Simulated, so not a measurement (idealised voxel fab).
Process module, titled voxel spacer lines
Displayed cross-section: cut, width of 255 nm, square cells sized 5 nm.
A cross-section is written here as square cells arranged in a grid, and it is given in bands from the top down, each band taking up one or more rows of cells.
Basically the band line says how high the top is and how high the bottom is, in nm, and then what's in it from left to right, every material with its width in nm. Empty space shows up as "empty", and if a single material carries "throughout" it runs the full band edge to edge.
Heights are reckoned from 0. Under this level, the received wafer is all of one material. The bottommost band is open-ended downward, for example "0 nm and below".
The expression "30 to 40" gives the width at the extremes of the band, the first number at its top row of cells and the second at its bottom row, with the width changing by equal amounts from each row to the next in between.
What does "all unchanged" mean for a step? It means no cell of the cross-section changed in that step.
Any empty space of 8 cells or more lacking an open way to the top shows up in "Sealed internal cavities" as width x height at distance, distance from the left edge, in nm.
Past the settings on a step's line: simulator remark, on that step.
overlay nm: right-of-plan distance of the mask on a masked step; negative values mean left-of-plan.
This section lists the process steps that were planned
| 1 | RECEIVE (material Si) |
| 2 | CONFORMAL_DEP (material Al2O3; thk nm 10) |
| 3 | DIRECTIONAL_DEP (material TiN; thk nm 10) |
| 4 | DIRECTIONAL_DEP (material polySi; thk nm 30) |
| 5 | PATTERN (tone cover; mask id MANDREL; material resist; width nm 20; pitch nm 60; thk nm 35; overlay nm 0) |
| 6 | DIRECTIONAL_ETCH (etch materials polySi; depth nm 30) |
| 7 | STRIP (etch materials resist) |
| 8 | CONFORMAL_DEP (material SiO2; thk nm 10) |
| 9 | DIRECTIONAL_ETCH (etch materials SiO2; depth nm 10) |
| 10 | STRIP (etch materials polySi) |
| 11 | DIRECTIONAL_ETCH (etch materials TiN; depth nm 10) |
| 12 | STRIP (etch materials SiO2) |
| 13 | FILL_DEP (material lowk; thk nm 5) |
| 14 | CMP (height nm 20) |
Concerning the first of two wafers, which was run in accordance with the plan
Here's what the wafer looked like in cross-section when it arrived - that's after step 1
* 0 nm and below = Si throughout
* Sealed internal cavities: none
The following cross-section depicts the wafer upon completion of step 2
* 10 nm to 0 nm = Al2O3 throughout
* No changes below 0.
The following cross-section depicts the wafer upon completion of step 3
* 20 nm to 10 nm = TiN throughout
* No changes below 10.
The following cross-section depicts the wafer upon completion of step 4
* 50 nm to 20 nm = polySi throughout
* No changes below 20.
The following cross-section depicts the wafer upon completion of step 5
* 85 nm to 50 nm = empty (85) / resist (20) / empty (40) / resist (20) / empty (90)
* No changes below 50.
The following cross-section depicts the wafer upon completion of step 6
* 85 nm to 50 nm = empty (85) / resist (20) / empty (40) / resist (20) / empty (90)
* 50 nm to 20 nm = empty (85) / polySi (20) / empty (40) / polySi (20) / empty (90)
* No changes below 20.
The following cross-section depicts the wafer upon completion of step 7
* 50 nm to 20 nm = empty (85) / polySi (20) / empty (40) / polySi (20) / empty (90)
* No changes below 20.
The following cross-section depicts the wafer upon completion of step 8
* 60 nm to 50 nm = empty (75) / SiO2 (40) / empty (20) / SiO2 (40) / empty (80)
* 50 nm to 30 nm = empty (75) / SiO2 (10) / polySi (20) / SiO2 (10) / empty (20) / SiO2 (10) / polySi (20) / SiO2 (10) / empty (80)
* 30 nm to 20 nm = SiO2 (85) / polySi (20) / SiO2 (40) / polySi (20) / SiO2 (90)
* No changes below 20.
The following cross-section depicts the wafer upon completion of step 9
* 50 nm to 20 nm = empty (75) / SiO2 (10) / polySi (20) / SiO2 (10) / empty (20) / SiO2 (10) / polySi (20) / SiO2 (10) / empty (80)
* No changes below 20.
The following cross-section depicts the wafer upon completion of step 10
* 50 nm to 20 nm = empty (75) / SiO2 (10) / empty (20) / SiO2 (10) / empty (20) / SiO2 (10) / empty (20) / SiO2 (10) / empty (80)
* No changes below 20.
The following cross-section depicts the wafer upon completion of step 11
* 50 nm to 20 nm = empty (75) / SiO2 (10) / empty (20) / SiO2 (10) / empty (20) / SiO2 (10) / empty (20) / SiO2 (10) / empty (80)
* 20 nm to 10 nm = empty (75) / TiN (10) / empty (20) / TiN (10) / empty (20) / TiN (10) / empty (20) / TiN (10) / empty (80)
* No changes below 10.
The following cross-section depicts the wafer upon completion of step 12
* 20 nm to 10 nm = empty (75) / TiN (10) / empty (20) / TiN (10) / empty (20) / TiN (10) / empty (20) / TiN (10) / empty (80)
* No changes below 10.
The following cross-section depicts the wafer upon completion of step 13
* 25 nm to 20 nm = lowk throughout
* 20 nm to 10 nm = lowk (75) / TiN (10) / lowk (20) / TiN (10) / lowk (20) / TiN (10) / lowk (20) / TiN (10) / lowk (80)
* No changes below 10.
The following cross-section depicts the wafer upon completion of step 14
* 20 nm to 10 nm = lowk (75) / TiN (10) / lowk (20) / TiN (10) / lowk (20) / TiN (10) / lowk (20) / TiN (10) / lowk (80)
* No changes below 10.
Wafer two of two - same starting point, same process plan, one mistake in execution; matches wafer one up to and including step 4
Second wafer, cross-section, planned end of step 5
* 85 nm to 50 nm = empty (90) / resist (15) / empty (45) / resist (15) / empty (90)
* No changes below 50.
Second wafer, cross-section, planned end of step 6
* 85 nm to 50 nm = empty (90) / resist (15) / empty (45) / resist (15) / empty (90)
* 50 nm to 20 nm = empty (90) / polySi (15) / empty (45) / polySi (15) / empty (90)
* No changes below 20.
Second wafer, cross-section, planned end of step 7
* 50 nm to 20 nm = empty (90) / polySi (15) / empty (45) / polySi (15) / empty (90)
* No changes below 20.
Second wafer, cross-section, planned end of step 8
* 60 nm to 50 nm = empty (80) / SiO2 (35) / empty (25) / SiO2 (35) / empty (80)
* 50 nm to 30 nm = empty (80) / SiO2 (10) / polySi (15) / SiO2 (10) / empty (25) / SiO2 (10) / polySi (15) / SiO2 (10) / empty (80)
* 30 nm to 20 nm = SiO2 (90) / polySi (15) / SiO2 (45) / polySi (15) / SiO2 (90)
* No changes below 20.
Second wafer, cross-section, planned end of step 9
* 50 nm to 20 nm = empty (80) / SiO2 (10) / polySi (15) / SiO2 (10) / empty (25) / SiO2 (10) / polySi (15) / SiO2 (10) / empty (80)
* No changes below 20.
Second wafer, cross-section, planned end of step 10
* 50 nm to 20 nm = empty (80) / SiO2 (10) / empty (15) / SiO2 (10) / empty (25) / SiO2 (10) / empty (15) / SiO2 (10) / empty (80)
* No changes below 20.
Second wafer, cross-section, planned end of step 11
* 50 nm to 20 nm = empty (80) / SiO2 (10) / empty (15) / SiO2 (10) / empty (25) / SiO2 (10) / empty (15) / SiO2 (10) / empty (80)
* 20 nm to 10 nm = empty (80) / TiN (10) / empty (15) / TiN (10) / empty (25) / TiN (10) / empty (15) / TiN (10) / empty (80)
* No changes below 10.
Second wafer, cross-section, planned end of step 12
* 20 nm to 10 nm = empty (80) / TiN (10) / empty (15) / TiN (10) / empty (25) / TiN (10) / empty (15) / TiN (10) / empty (80)
* No changes below 10.
Second wafer, cross-section, planned end of step 13
* 25 nm to 20 nm = lowk throughout
* 20 nm to 10 nm = lowk (80) / TiN (10) / lowk (15) / TiN (10) / lowk (25) / TiN (10) / lowk (15) / TiN (10) / lowk (80)
* No changes below 10.
Second wafer, cross-section, planned end of step 14
* 20 nm to 10 nm = lowk (80) / TiN (10) / lowk (15) / TiN (10) / lowk (25) / TiN (10) / lowk (15) / TiN (10) / lowk (80)
* No changes below 10.
Processing error: step 5 ran differently from the plan; actual operation with settings: PATTERN (tone cover; mask id MANDREL; material resist; width nm 15; pitch nm 60; thk nm 35; overlay nm 0)
At the end, each material covers as many cells on the second wafer as it does on the first, though the cells it covers are elsewhere.
